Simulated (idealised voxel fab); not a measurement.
process module | voxel wiring stack
cross-section cut | 265 nm wide | cells 5 nm
A cross-section is a grid of square cells, given in bands from the top down. A band is one or more rows of cells.
Each band's line starts with the height of the band's top and of its bottom, in nm. Then come its materials from left to right, each with its width in nm. One material with "throughout" fills the band from edge to edge. "air" is empty space.
Height 0 is the level under which the wafer as received is all one material. The lowest band goes on downwards, as in "0 down".
A width such as "30 to 40" changes by the same amount from each row of cells to the next, from the band's top row to its bottom row.
"no change" after a step means that no cell of the cross-section changed.
closed voids: empty space of 8 cells or more with no open way to the top, each as width x height at its distance from the left edge, in nm
after a step's settings: what the simulator itself notes on the step
overlay nm, on a step with a mask: how far to the right of its planned place the mask lay; to the left if negative
plan
1 op RECEIVE | material Si
2 op CONFORMAL_DEP | material SiO2 | thk nm 15
3 op DIRECTIONAL_DEP | material TiN | thk nm 5
4 op DIRECTIONAL_DEP | material Ru | thk nm 20
5 op MASKED_ETCH | tone cover | mask id METAL_1 | width nm 30 | pitch nm 50 | etch materials Ru | depth nm 20 | overlay nm 0
6 op MASKED_ETCH | tone cover | mask id METAL_1 | width nm 30 | pitch nm 50 | etch materials TiN | depth nm 5 | overlay nm 0
7 op FILL_DEP | material SiO2 | thk nm 5
8 op CMP | height nm 40
9 op CONFORMAL_DEP | material SiCN | thk nm 5
10 op DIRECTIONAL_DEP | material lowk | thk nm 15
11 op MASKED_ETCH | tone open | mask id PLUG_1 | width nm 15 | pitch nm 100 | etch materials lowk | depth nm 15 | overlay nm 0
12 op MASKED_ETCH | tone open | mask id PLUG_1 | width nm 15 | pitch nm 100 | etch materials SiCN | depth nm 5 | overlay nm 0
13 op CONFORMAL_DEP | material TiN | thk nm 5
14 op FILL_DEP | material Cu | thk nm 10
15 op CMP | height nm 60
16 op DIRECTIONAL_DEP | material TiN | thk nm 5
17 op DIRECTIONAL_DEP | material Ru | thk nm 15
18 op DIRECTIONAL_DEP | material aC | thk nm 15
19 op PATTERN | tone cover | mask id METAL_2 | material resist | width nm 30 | pitch nm 50 | thk nm 30 | overlay nm 0
20 op DIRECTIONAL_ETCH | etch materials aC | depth nm 15
21 op STRIP | etch materials resist
22 op DIRECTIONAL_ETCH | etch materials Ru | depth nm 15
23 op DIRECTIONAL_ETCH | etch materials TiN | depth nm 5
24 op STRIP | etch materials aC
25 op CONFORMAL_DEP | material SiCN | thk nm 5
26 op FILL_DEP | material lowk | thk nm 5
27 op CMP | height nm 80
28 op CONFORMAL_DEP | material SiCN | thk nm 5
29 op DIRECTIONAL_DEP | material SiO2 | thk nm 15
30 op MASKED_ETCH | tone open | mask id PLUG_2 | width nm 15 | pitch nm 100 | etch materials SiO2 | depth nm 15 | overlay nm 0
31 op MASKED_ETCH | tone open | mask id PLUG_2 | width nm 15 | pitch nm 100 | etch materials SiCN | depth nm 5 | overlay nm 0
32 op EPI | material Ru | thk nm 10
33 op EPI | material Ru | thk nm 10
34 op DIRECTIONAL_DEP | material TiN | thk nm 5
35 op DIRECTIONAL_DEP | material Ru | thk nm 20
36 op MASKED_ETCH | tone cover | mask id METAL_3 | width nm 30 | pitch nm 50 | etch materials Ru | depth nm 20 | overlay nm 0
37 op MASKED_ETCH | tone cover | mask id METAL_3 | width nm 30 | pitch nm 50 | etch materials TiN | depth nm 5 | overlay nm 0
38 op FILL_DEP | material SiO2 | thk nm 5
39 op CMP | height nm 125
40 op CONFORMAL_DEP | material SiCN | thk nm 5
41 op DIRECTIONAL_DEP | material lowk | thk nm 15
42 op MASKED_ETCH | tone open | mask id PLUG_3 | width nm 15 | pitch nm 50 | etch materials lowk | depth nm 15 | overlay nm 0
43 op MASKED_ETCH | tone open | mask id PLUG_3 | width nm 15 | pitch nm 50 | etch materials SiCN | depth nm 5 | overlay nm 0
44 op EPI | material Ru | thk nm 10
45 op EPI | material Ru | thk nm 10
46 op CONFORMAL_DEP | material SiN | thk nm 5
47 op DIRECTIONAL_DEP | material lowk | thk nm 15
48 op MASKED_ETCH | tone open | mask id METAL_4 | width nm 30 | pitch nm 50 | etch materials lowk | depth nm 15 | overlay nm 0
49 op MASKED_ETCH | tone open | mask id METAL_4 | width nm 30 | pitch nm 50 | etch materials SiN | depth nm 5 | overlay nm 0
50 op CONFORMAL_DEP | material TiN | thk nm 5
51 op FILL_DEP | material Ru | thk nm 10
52 op CMP | height nm 165
53 op CONFORMAL_DEP | material SiCN | thk nm 5
first wafer, as planned
as received, after step 1
  0 down: Si throughout
  closed voids: none
after step 2
  15 to 0: SiO2 throughout
  below 0: unchanged
after step 3
  20 to 15: TiN throughout
  below 15: unchanged
after step 4
  40 to 20: Ru throughout
  below 20: unchanged
after step 5
  40 to 20: air 40 | Ru 30 | air 20 | Ru 30 | air 20 | Ru 30 | air 20 | Ru 30 | air 45
  below 20: unchanged
after step 6
  40 to 20: air 40 | Ru 30 | air 20 | Ru 30 | air 20 | Ru 30 | air 20 | Ru 30 | air 45
  20 to 15: air 40 | TiN 30 | air 20 | TiN 30 | air 20 | TiN 30 | air 20 | TiN 30 | air 45
  below 15: unchanged
after step 7
  45 to 40: SiO2 throughout
  40 to 20: SiO2 40 | Ru 30 | SiO2 20 | Ru 30 | SiO2 20 | Ru 30 | SiO2 20 | Ru 30 | SiO2 45
  20 to 15: SiO2 40 | TiN 30 | SiO2 20 | TiN 30 | SiO2 20 | TiN 30 | SiO2 20 | TiN 30 | SiO2 45
  below 15: unchanged
after step 8
  40 to 20: SiO2 40 | Ru 30 | SiO2 20 | Ru 30 | SiO2 20 | Ru 30 | SiO2 20 | Ru 30 | SiO2 45
  below 20: unchanged
after step 9
  45 to 40: SiCN throughout
  below 40: unchanged
after step 10
  60 to 45: lowk throughout
  below 45: unchanged
after step 11
  60 to 45: lowk 40 | air 15 | lowk 85 | air 15 | lowk 110
  below 45: unchanged
after step 12
  60 to 45: lowk 40 | air 15 | lowk 85 | air 15 | lowk 110
  45 to 40: SiCN 40 | air 15 | SiCN 85 | air 15 | SiCN 110
  below 40: unchanged
after step 13
  65 to 60: TiN 45 | air 5 | TiN 95 | air 5 | TiN 115
  60 to 45: lowk 40 | TiN 5 | air 5 | TiN 5 | lowk 85 | TiN 5 | air 5 | TiN 5 | lowk 110
  45 to 40: SiCN 40 | TiN 15 | SiCN 85 | TiN 15 | SiCN 110
  below 40: unchanged
after step 14
  75 to 65: Cu throughout
  65 to 60: TiN 45 | Cu 5 | TiN 95 | Cu 5 | TiN 115
  60 to 45: lowk 40 | TiN 5 | Cu 5 | TiN 5 | lowk 85 | TiN 5 | Cu 5 | TiN 5 | lowk 110
  below 45: unchanged
after step 15
  60 to 45: lowk 40 | TiN 5 | Cu 5 | TiN 5 | lowk 85 | TiN 5 | Cu 5 | TiN 5 | lowk 110
  below 45: unchanged
after step 16
  65 to 60: TiN throughout
  below 60: unchanged
after step 17
  80 to 65: Ru throughout
  below 65: unchanged
after step 18
  95 to 80: aC throughout
  below 80: unchanged
after step 19
  125 to 95: air 40 | resist 30 | air 20 | resist 30 | air 20 | resist 30 | air 20 | resist 30 | air 45
  below 95: unchanged
after step 20
  110 to 95: air 40 | resist 30 | air 20 | resist 30 | air 20 | resist 30 | air 20 | resist 30 | air 45
  95 to 80: air 40 | aC 30 | air 20 | aC 30 | air 20 | aC 30 | air 20 | aC 30 | air 45
  below 80: unchanged
after step 21
  95 to 80: air 40 | aC 30 | air 20 | aC 30 | air 20 | aC 30 | air 20 | aC 30 | air 45
  below 80: unchanged
after step 22
  95 to 80: air 40 | aC 30 | air 20 | aC 30 | air 20 | aC 30 | air 20 | aC 30 | air 45
  80 to 65: air 40 | Ru 30 | air 20 | Ru 30 | air 20 | Ru 30 | air 20 | Ru 30 | air 45
  below 65: unchanged
after step 23
  95 to 80: air 40 | aC 30 | air 20 | aC 30 | air 20 | aC 30 | air 20 | aC 30 | air 45
  80 to 65: air 40 | Ru 30 | air 20 | Ru 30 | air 20 | Ru 30 | air 20 | Ru 30 | air 45
  65 to 60: air 40 | TiN 30 | air 20 | TiN 30 | air 20 | TiN 30 | air 20 | TiN 30 | air 45
  below 60: unchanged
after step 24
  80 to 65: air 40 | Ru 30 | air 20 | Ru 30 | air 20 | Ru 30 | air 20 | Ru 30 | air 45
  below 65: unchanged
after step 25
  85 to 80: air 35 | SiCN 40 | air 10 | SiCN 40 | air 10 | SiCN 40 | air 10 | SiCN 40 | air 40
  80 to 65: air 35 | SiCN 5 | Ru 30 | SiCN 5 | air 10 | SiCN 5 | Ru 30 | SiCN 5 | air 10 | SiCN 5 | Ru 30 | SiCN 5 | air 10 | SiCN 5 | Ru 30 | SiCN 5 | air 40
  65 to 60: SiCN 40 | TiN 30 | SiCN 20 | TiN 30 | SiCN 20 | TiN 30 | SiCN 20 | TiN 30 | SiCN 45
  below 60: unchanged
after step 26
  90 to 85: lowk throughout
  85 to 80: lowk 35 | SiCN 40 | lowk 10 | SiCN 40 | lowk 10 | SiCN 40 | lowk 10 | SiCN 40 | lowk 40
  80 to 65: lowk 35 | SiCN 5 | Ru 30 | SiCN 5 | lowk 10 | SiCN 5 | Ru 30 | SiCN 5 | lowk 10 | SiCN 5 | Ru 30 | SiCN 5 | lowk 10 | SiCN 5 | Ru 30 | SiCN 5 | lowk 40
  below 65: unchanged
after step 27
  80 to 65: lowk 35 | SiCN 5 | Ru 30 | SiCN 5 | lowk 10 | SiCN 5 | Ru 30 | SiCN 5 | lowk 10 | SiCN 5 | Ru 30 | SiCN 5 | lowk 10 | SiCN 5 | Ru 30 | SiCN 5 | lowk 40
  below 65: unchanged
after step 28
  85 to 80: SiCN throughout
  below 80: unchanged
after step 29
  100 to 85: SiO2 throughout
  below 85: unchanged
after step 30
  100 to 85: SiO2 40 | air 15 | SiO2 85 | air 15 | SiO2 110
  below 85: unchanged
after step 31
  100 to 85: SiO2 40 | air 15 | SiO2 85 | air 15 | SiO2 110
  85 to 80: SiCN 40 | air 15 | SiCN 85 | air 15 | SiCN 110
  below 80: unchanged
after step 32
  100 to 90: SiO2 40 | air 15 | SiO2 85 | air 15 | SiO2 110
  90 to 85: SiO2 40 | Ru 15 | SiO2 85 | Ru 15 | SiO2 110
  85 to 80: SiCN 40 | Ru 15 | SiCN 85 | Ru 15 | SiCN 110
  below 80: unchanged
after step 33
  100 to 85: SiO2 40 | Ru 15 | SiO2 85 | Ru 15 | SiO2 110
  below 85: unchanged
after step 34
  105 to 100: TiN throughout
  below 100: unchanged
after step 35
  125 to 105: Ru throughout
  below 105: unchanged
after step 36
  125 to 105: air 40 | Ru 30 | air 20 | Ru 30 | air 20 | Ru 30 | air 20 | Ru 30 | air 45
  below 105: unchanged
after step 37
  125 to 105: air 40 | Ru 30 | air 20 | Ru 30 | air 20 | Ru 30 | air 20 | Ru 30 | air 45
  105 to 100: air 40 | TiN 30 | air 20 | TiN 30 | air 20 | TiN 30 | air 20 | TiN 30 | air 45
  below 100: unchanged
after step 38
  130 to 125: SiO2 throughout
  125 to 105: SiO2 40 | Ru 30 | SiO2 20 | Ru 30 | SiO2 20 | Ru 30 | SiO2 20 | Ru 30 | SiO2 45
  105 to 100: SiO2 40 | TiN 30 | SiO2 20 | TiN 30 | SiO2 20 | TiN 30 | SiO2 20 | TiN 30 | SiO2 45
  below 100: unchanged
after step 39
  125 to 105: SiO2 40 | Ru 30 | SiO2 20 | Ru 30 | SiO2 20 | Ru 30 | SiO2 20 | Ru 30 | SiO2 45
  below 105: unchanged
after step 40
  130 to 125: SiCN throughout
  below 125: unchanged
after step 41
  145 to 130: lowk throughout
  below 130: unchanged
after step 42
  145 to 130: lowk 40 | air 15 | lowk 35 | air 15 | lowk 35 | air 15 | lowk 35 | air 15 | lowk 60
  below 130: unchanged
after step 43
  145 to 130: lowk 40 | air 15 | lowk 35 | air 15 | lowk 35 | air 15 | lowk 35 | air 15 | lowk 60
  130 to 125: SiCN 40 | air 15 | SiCN 35 | air 15 | SiCN 35 | air 15 | SiCN 35 | air 15 | SiCN 60
  below 125: unchanged
after step 44
  145 to 135: lowk 40 | air 15 | lowk 35 | air 15 | lowk 35 | air 15 | lowk 35 | air 15 | lowk 60
  135 to 130: lowk 40 | Ru 15 | lowk 35 | Ru 15 | lowk 35 | Ru 15 | lowk 35 | Ru 15 | lowk 60
  130 to 125: SiCN 40 | Ru 15 | SiCN 35 | Ru 15 | SiCN 35 | Ru 15 | SiCN 35 | Ru 15 | SiCN 60
  below 125: unchanged
after step 45
  145 to 130: lowk 40 | Ru 15 | lowk 35 | Ru 15 | lowk 35 | Ru 15 | lowk 35 | Ru 15 | lowk 60
  below 130: unchanged
after step 46
  150 to 145: SiN throughout
  below 145: unchanged
after step 47
  165 to 150: lowk throughout
  below 150: unchanged
after step 48
  165 to 150: lowk 40 | air 30 | lowk 20 | air 30 | lowk 20 | air 30 | lowk 20 | air 30 | lowk 45
  below 150: unchanged
after step 49
  165 to 150: lowk 40 | air 30 | lowk 20 | air 30 | lowk 20 | air 30 | lowk 20 | air 30 | lowk 45
  150 to 145: SiN 40 | air 30 | SiN 20 | air 30 | SiN 20 | air 30 | SiN 20 | air 30 | SiN 45
  below 145: unchanged
after step 50
  170 to 165: TiN 45 | air 20 | TiN 30 | air 20 | TiN 30 | air 20 | TiN 30 | air 20 | TiN 50
  165 to 150: lowk 40 | TiN 5 | air 20 | TiN 5 | lowk 20 | TiN 5 | air 20 | TiN 5 | lowk 20 | TiN 5 | air 20 | TiN 5 | lowk 20 | TiN 5 | air 20 | TiN 5 | lowk 45
  150 to 145: SiN 40 | TiN 30 | SiN 20 | TiN 30 | SiN 20 | TiN 30 | SiN 20 | TiN 30 | SiN 45
  below 145: unchanged
after step 51
  180 to 170: Ru throughout
  170 to 165: TiN 45 | Ru 20 | TiN 30 | Ru 20 | TiN 30 | Ru 20 | TiN 30 | Ru 20 | TiN 50
  165 to 150: lowk 40 | TiN 5 | Ru 20 | TiN 5 | lowk 20 | TiN 5 | Ru 20 | TiN 5 | lowk 20 | TiN 5 | Ru 20 | TiN 5 | lowk 20 | TiN 5 | Ru 20 | TiN 5 | lowk 45
  below 150: unchanged
after step 52
  165 to 150: lowk 40 | TiN 5 | Ru 20 | TiN 5 | lowk 20 | TiN 5 | Ru 20 | TiN 5 | lowk 20 | TiN 5 | Ru 20 | TiN 5 | lowk 20 | TiN 5 | Ru 20 | TiN 5 | lowk 45
  below 150: unchanged
after step 53
  170 to 165: SiCN throughout
  below 165: unchanged
second wafer: like start, like plan, one mistake. Through step 28 it matches the first wafer
when step 29 should have ended
  115 to 85: SiO2 throughout
  below 85: unchanged
when step 30 should have ended
  115 to 100: SiO2 40 | air 15 | SiO2 85 | air 15 | SiO2 110
  below 100: unchanged
when step 31 should have ended: no change
when step 32 should have ended: no change
when step 33 should have ended: no change
when step 34 should have ended
  120 to 115: TiN 40 | air 15 | TiN 85 | air 15 | TiN 110
  115 to 105: SiO2 40 | air 15 | SiO2 85 | air 15 | SiO2 110
  105 to 100: SiO2 40 | TiN 15 | SiO2 85 | TiN 15 | SiO2 110
  below 100: unchanged
when step 35 should have ended
  140 to 125: Ru 40 | air 15 | Ru 85 | air 15 | Ru 110
  125 to 120: Ru throughout
  120 to 115: TiN 40 | Ru 15 | TiN 85 | Ru 15 | TiN 110
  115 to 105: SiO2 40 | Ru 15 | SiO2 85 | Ru 15 | SiO2 110
  below 105: unchanged
when step 36 should have ended
  140 to 125: air 55 | Ru 15 | air 20 | Ru 30 | air 35 | Ru 15 | air 20 | Ru 30 | air 45
  125 to 120: air 40 | Ru 30 | air 20 | Ru 30 | air 20 | Ru 30 | air 20 | Ru 30 | air 45
  below 120: unchanged
when step 37 should have ended
  140 to 125: air 55 | Ru 15 | air 20 | Ru 30 | air 35 | Ru 15 | air 20 | Ru 30 | air 45
  125 to 120: air 40 | Ru 30 | air 20 | Ru 30 | air 20 | Ru 30 | air 20 | Ru 30 | air 45
  120 to 115: air 40 | Ru 15 | TiN 15 | air 20 | TiN 30 | air 20 | Ru 15 | TiN 15 | air 20 | TiN 30 | air 45
  below 115: unchanged
when step 38 should have ended
  145 to 140: SiO2 throughout
  140 to 125: SiO2 55 | Ru 15 | SiO2 20 | Ru 30 | SiO2 35 | Ru 15 | SiO2 20 | Ru 30 | SiO2 45
  125 to 120: SiO2 40 | Ru 30 | SiO2 20 | Ru 30 | SiO2 20 | Ru 30 | SiO2 20 | Ru 30 | SiO2 45
  120 to 115: SiO2 40 | Ru 15 | TiN 15 | SiO2 20 | TiN 30 | SiO2 20 | Ru 15 | TiN 15 | SiO2 20 | TiN 30 | SiO2 45
  below 115: unchanged
when step 39 should have ended
  125 to 120: SiO2 40 | Ru 30 | SiO2 20 | Ru 30 | SiO2 20 | Ru 30 | SiO2 20 | Ru 30 | SiO2 45
  below 120: unchanged
when step 40 should have ended
  130 to 125: SiCN throughout
  below 125: unchanged
when step 41 should have ended
  145 to 130: lowk throughout
  below 130: unchanged
when step 42 should have ended
  145 to 130: lowk 40 | air 15 | lowk 35 | air 15 | lowk 35 | air 15 | lowk 35 | air 15 | lowk 60
  below 130: unchanged
when step 43 should have ended
  145 to 130: lowk 40 | air 15 | lowk 35 | air 15 | lowk 35 | air 15 | lowk 35 | air 15 | lowk 60
  130 to 125: SiCN 40 | air 15 | SiCN 35 | air 15 | SiCN 35 | air 15 | SiCN 35 | air 15 | SiCN 60
  below 125: unchanged
when step 44 should have ended
  145 to 135: lowk 40 | air 15 | lowk 35 | air 15 | lowk 35 | air 15 | lowk 35 | air 15 | lowk 60
  135 to 130: lowk 40 | Ru 15 | lowk 35 | Ru 15 | lowk 35 | Ru 15 | lowk 35 | Ru 15 | lowk 60
  130 to 125: SiCN 40 | Ru 15 | SiCN 35 | Ru 15 | SiCN 35 | Ru 15 | SiCN 35 | Ru 15 | SiCN 60
  below 125: unchanged
when step 45 should have ended
  145 to 130: lowk 40 | Ru 15 | lowk 35 | Ru 15 | lowk 35 | Ru 15 | lowk 35 | Ru 15 | lowk 60
  below 130: unchanged
when step 46 should have ended
  150 to 145: SiN throughout
  below 145: unchanged
when step 47 should have ended
  165 to 150: lowk throughout
  below 150: unchanged
when step 48 should have ended
  165 to 150: lowk 40 | air 30 | lowk 20 | air 30 | lowk 20 | air 30 | lowk 20 | air 30 | lowk 45
  below 150: unchanged
when step 49 should have ended
  165 to 150: lowk 40 | air 30 | lowk 20 | air 30 | lowk 20 | air 30 | lowk 20 | air 30 | lowk 45
  150 to 145: SiN 40 | air 30 | SiN 20 | air 30 | SiN 20 | air 30 | SiN 20 | air 30 | SiN 45
  below 145: unchanged
when step 50 should have ended
  170 to 165: TiN 45 | air 20 | TiN 30 | air 20 | TiN 30 | air 20 | TiN 30 | air 20 | TiN 50
  165 to 150: lowk 40 | TiN 5 | air 20 | TiN 5 | lowk 20 | TiN 5 | air 20 | TiN 5 | lowk 20 | TiN 5 | air 20 | TiN 5 | lowk 20 | TiN 5 | air 20 | TiN 5 | lowk 45
  150 to 145: SiN 40 | TiN 30 | SiN 20 | TiN 30 | SiN 20 | TiN 30 | SiN 20 | TiN 30 | SiN 45
  below 145: unchanged
when step 51 should have ended
  180 to 170: Ru throughout
  170 to 165: TiN 45 | Ru 20 | TiN 30 | Ru 20 | TiN 30 | Ru 20 | TiN 30 | Ru 20 | TiN 50
  165 to 150: lowk 40 | TiN 5 | Ru 20 | TiN 5 | lowk 20 | TiN 5 | Ru 20 | TiN 5 | lowk 20 | TiN 5 | Ru 20 | TiN 5 | lowk 20 | TiN 5 | Ru 20 | TiN 5 | lowk 45
  below 150: unchanged
when step 52 should have ended
  165 to 150: lowk 40 | TiN 5 | Ru 20 | TiN 5 | lowk 20 | TiN 5 | Ru 20 | TiN 5 | lowk 20 | TiN 5 | Ru 20 | TiN 5 | lowk 20 | TiN 5 | Ru 20 | TiN 5 | lowk 45
  below 150: unchanged
when step 53 should have ended
  170 to 165: SiCN throughout
  below 165: unchanged
what went wrong: step 29 was run twice
at the end the second wafer has, in cells: 78 fewer of Ru | 6 more of SiCN | 72 more of SiO2
